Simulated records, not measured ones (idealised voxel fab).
Process module name: voxel gate over fins
Xsec cut, 225 nm wide, square cell size 5 nm.
Cross-section format: a grid of square cells, given as bands from top to bottom; each band is one or more rows of cells.
This entry defines a band. It first specifies the height of the band's top and the height of its bottom in nm, and then specifies the band's materials from left to right, stating each material with its width in nm. The word "all across" identifies a single material that fills the band from edge to edge, while the word "air" identifies empty space.
Heights from 0 (as-received wafer is one material below). Bottom band endless downward, as "0 down".
It should be noted that a width expressed as "30..40" varies in equal increments from row to row of cells within the band, taking the value of the first number at the top row and that of the second number at the bottom row.
Basically "no alterations made" means that step didn't change any cell in the cross-section.
Listed in "Encapsulated voids": every empty space of 8 or more cells without an open way to the top. Form: width x height at distance, the distance being from the left edge, all in nm.
Note: text after step settings on the step line = simulator remark on that step.
overlay nm, on a step with a mask: how far to the right of its planned place the mask lay; to the left if negative
These are the steps we planned for the process
step 1: RECEIVE [material Si]
step 2: CONFORMAL_DEP [material SiN] [thk nm 5]
step 3: PATTERN [tone cover] [mask id FINS] [material resist] [width nm 15] [pitch nm 40] [thk nm 15] [overlay nm 0]
step 4: DIRECTIONAL_ETCH [etch materials SiN] [depth nm 5]
step 5: DIRECTIONAL_ETCH [etch materials Si] [depth nm 40]
step 6: STRIP [etch materials resist]
step 7: OXIDIZE [depth nm 5]
step 8: FILL_DEP [material SiO2] [thk nm 10]
step 9: CMP [height nm 5]
step 10: SELECTIVE_ETCH [etch materials SiO2] [depth nm 15]
step 11: STRIP [etch materials SiN]
step 12: CONFORMAL_DEP [material HfO2] [thk nm 5]
step 13: CONFORMAL_DEP [material TiN] [thk nm 5]
step 14: FILL_DEP [material W] [thk nm 15]
step 15: CMP [height nm 20]
step 16: CONFORMAL_DEP [material SiCN] [thk nm 5]
First of two wafers, with the run carried out as planned
Cross-section of the wafer at receipt, which is the condition after step 1
0 down: Si all across
Encapsulated voids: none
After step 2
5 to 0: SiN all across
below 0: unchanged
After step 3
20 to 5: 45 nm air | 15 nm resist | 25 nm air | 15 nm resist | 25 nm air | 15 nm resist | 25 nm air | 15 nm resist | 45 nm air
below 5: unchanged
After step 4
20 to 5: 45 nm air | 15 nm resist | 25 nm air | 15 nm resist | 25 nm air | 15 nm resist | 25 nm air | 15 nm resist | 45 nm air
5 to 0: 45 nm air | 15 nm SiN | 25 nm air | 15 nm SiN | 25 nm air | 15 nm SiN | 25 nm air | 15 nm SiN | 45 nm air
below 0: unchanged
After step 5
20 to 5: 45 nm air | 15 nm resist | 25 nm air | 15 nm resist | 25 nm air | 15 nm resist | 25 nm air | 15 nm resist | 45 nm air
5 to 0: 45 nm air | 15 nm SiN | 25 nm air | 15 nm SiN | 25 nm air | 15 nm SiN | 25 nm air | 15 nm SiN | 45 nm air
0 to -40: 45 nm air | 15 nm Si | 25 nm air | 15 nm Si | 25 nm air | 15 nm Si | 25 nm air | 15 nm Si | 45 nm air
below -40: unchanged
After step 6
5 to 0: 45 nm air | 15 nm SiN | 25 nm air | 15 nm SiN | 25 nm air | 15 nm SiN | 25 nm air | 15 nm SiN | 45 nm air
below 0: unchanged
After step 7
5 to 0: 45 nm air | 15 nm SiN | 25 nm air | 15 nm SiN | 25 nm air | 15 nm SiN | 25 nm air | 15 nm SiN | 45 nm air
0 to -40: 45 nm air | 5 nm SiO2 | 5 nm Si | 5 nm SiO2 | 25 nm air | 5 nm SiO2 | 5 nm Si | 5 nm SiO2 | 25 nm air | 5 nm SiO2 | 5 nm Si | 5 nm SiO2 | 25 nm air | 5 nm SiO2 | 5 nm Si | 5 nm SiO2 | 45 nm air
-40 to -45: 50 nm SiO2 | 5 nm Si | 35 nm SiO2 | 5 nm Si | 35 nm SiO2 | 5 nm Si | 35 nm SiO2 | 5 nm Si | 50 nm SiO2
below -45: unchanged
After step 8
15 to 5: SiO2 all across
5 to 0: 45 nm SiO2 | 15 nm SiN | 25 nm SiO2 | 15 nm SiN | 25 nm SiO2 | 15 nm SiN | 25 nm SiO2 | 15 nm SiN | 45 nm SiO2
0 to -45: 50 nm SiO2 | 5 nm Si | 35 nm SiO2 | 5 nm Si | 35 nm SiO2 | 5 nm Si | 35 nm SiO2 | 5 nm Si | 50 nm SiO2
below -45: unchanged
After step 9
5 to 0: 45 nm SiO2 | 15 nm SiN | 25 nm SiO2 | 15 nm SiN | 25 nm SiO2 | 15 nm SiN | 25 nm SiO2 | 15 nm SiN | 45 nm SiO2
below 0: unchanged
After step 10
5 to 0: 45 nm air | 15 nm SiN | 25 nm air | 15 nm SiN | 25 nm air | 15 nm SiN | 25 nm air | 15 nm SiN | 45 nm air
0 to -10: 50 nm air | 5 nm Si | 35 nm air | 5 nm Si | 35 nm air | 5 nm Si | 35 nm air | 5 nm Si | 50 nm air
below -10: unchanged
After step 11
0 to -10: 50 nm air | 5 nm Si | 35 nm air | 5 nm Si | 35 nm air | 5 nm Si | 35 nm air | 5 nm Si | 50 nm air
below -10: unchanged
After step 12
5 to 0: 45 nm air | 15 nm HfO2 | 25 nm air | 15 nm HfO2 | 25 nm air | 15 nm HfO2 | 25 nm air | 15 nm HfO2 | 45 nm air
0 to -5: 45 nm air | 5 nm HfO2 | 5 nm Si | 5 nm HfO2 | 25 nm air | 5 nm HfO2 | 5 nm Si | 5 nm HfO2 | 25 nm air | 5 nm HfO2 | 5 nm Si | 5 nm HfO2 | 25 nm air | 5 nm HfO2 | 5 nm Si | 5 nm HfO2 | 45 nm air
-5 to -10: 50 nm HfO2 | 5 nm Si | 35 nm HfO2 | 5 nm Si | 35 nm HfO2 | 5 nm Si | 35 nm HfO2 | 5 nm Si | 50 nm HfO2
below -10: unchanged
After step 13
10 to 5: 40 nm air | 25 nm TiN | 15 nm air | 25 nm TiN | 15 nm air | 25 nm TiN | 15 nm air | 25 nm TiN | 40 nm air
5 to 0: 40 nm air | 5 nm TiN | 15 nm HfO2 | 5 nm TiN | 15 nm air | 5 nm TiN | 15 nm HfO2 | 5 nm TiN | 15 nm air | 5 nm TiN | 15 nm HfO2 | 5 nm TiN | 15 nm air | 5 nm TiN | 15 nm HfO2 | 5 nm TiN | 40 nm air
0 to -5: 45 nm TiN | 5 nm HfO2 | 5 nm Si | 5 nm HfO2 | 25 nm TiN | 5 nm HfO2 | 5 nm Si | 5 nm HfO2 | 25 nm TiN | 5 nm HfO2 | 5 nm Si | 5 nm HfO2 | 25 nm TiN | 5 nm HfO2 | 5 nm Si | 5 nm HfO2 | 45 nm TiN
below -5: unchanged
After step 14
25 to 10: W all across
10 to 5: 40 nm W | 25 nm TiN | 15 nm W | 25 nm TiN | 15 nm W | 25 nm TiN | 15 nm W | 25 nm TiN | 40 nm W
5 to 0: 40 nm W | 5 nm TiN | 15 nm HfO2 | 5 nm TiN | 15 nm W | 5 nm TiN | 15 nm HfO2 | 5 nm TiN | 15 nm W | 5 nm TiN | 15 nm HfO2 | 5 nm TiN | 15 nm W | 5 nm TiN | 15 nm HfO2 | 5 nm TiN | 40 nm W
below 0: unchanged
After step 15
20 to 10: W all across
below 10: unchanged
After step 16
25 to 20: SiCN all across
below 20: unchanged
Now the other wafer: same start, same recipe, but we messed up one thing when running it. Up to and including step 11 it's the same as the first one
Cross-section, second wafer, at the end time the plan gives for step 12: no alterations made
Cross-section, second wafer, at the end time the plan gives for step 13
5 to 0: 45 nm air | 15 nm TiN | 25 nm air | 15 nm TiN | 25 nm air | 15 nm TiN | 25 nm air | 15 nm TiN | 45 nm air
0 to -5: 45 nm air | 5 nm TiN | 5 nm Si | 5 nm TiN | 25 nm air | 5 nm TiN | 5 nm Si | 5 nm TiN | 25 nm air | 5 nm TiN | 5 nm Si | 5 nm TiN | 25 nm air | 5 nm TiN | 5 nm Si | 5 nm TiN | 45 nm air
-5 to -10: 50 nm TiN | 5 nm Si | 35 nm TiN | 5 nm Si | 35 nm TiN | 5 nm Si | 35 nm TiN | 5 nm Si | 50 nm TiN
below -10: unchanged
Cross-section, second wafer, at the end time the plan gives for step 14
20 to 5: W all across
5 to 0: 45 nm W | 15 nm TiN | 25 nm W | 15 nm TiN | 25 nm W | 15 nm TiN | 25 nm W | 15 nm TiN | 45 nm W
0 to -5: 45 nm W | 5 nm TiN | 5 nm Si | 5 nm TiN | 25 nm W | 5 nm TiN | 5 nm Si | 5 nm TiN | 25 nm W | 5 nm TiN | 5 nm Si | 5 nm TiN | 25 nm W | 5 nm TiN | 5 nm Si | 5 nm TiN | 45 nm W
below -5: unchanged
Cross-section, second wafer, at the end time the plan gives for step 15: no alterations made
Cross-section, second wafer, at the end time the plan gives for step 16
25 to 20: SiCN all across
below 20: unchanged
What was done differently from what was planned? no execution of plan step 12; skipped
Per the end-of-run cell counts, the second wafer holds more or fewer of some materials than the first: 61 fewer of HfO2 | 61 more of W
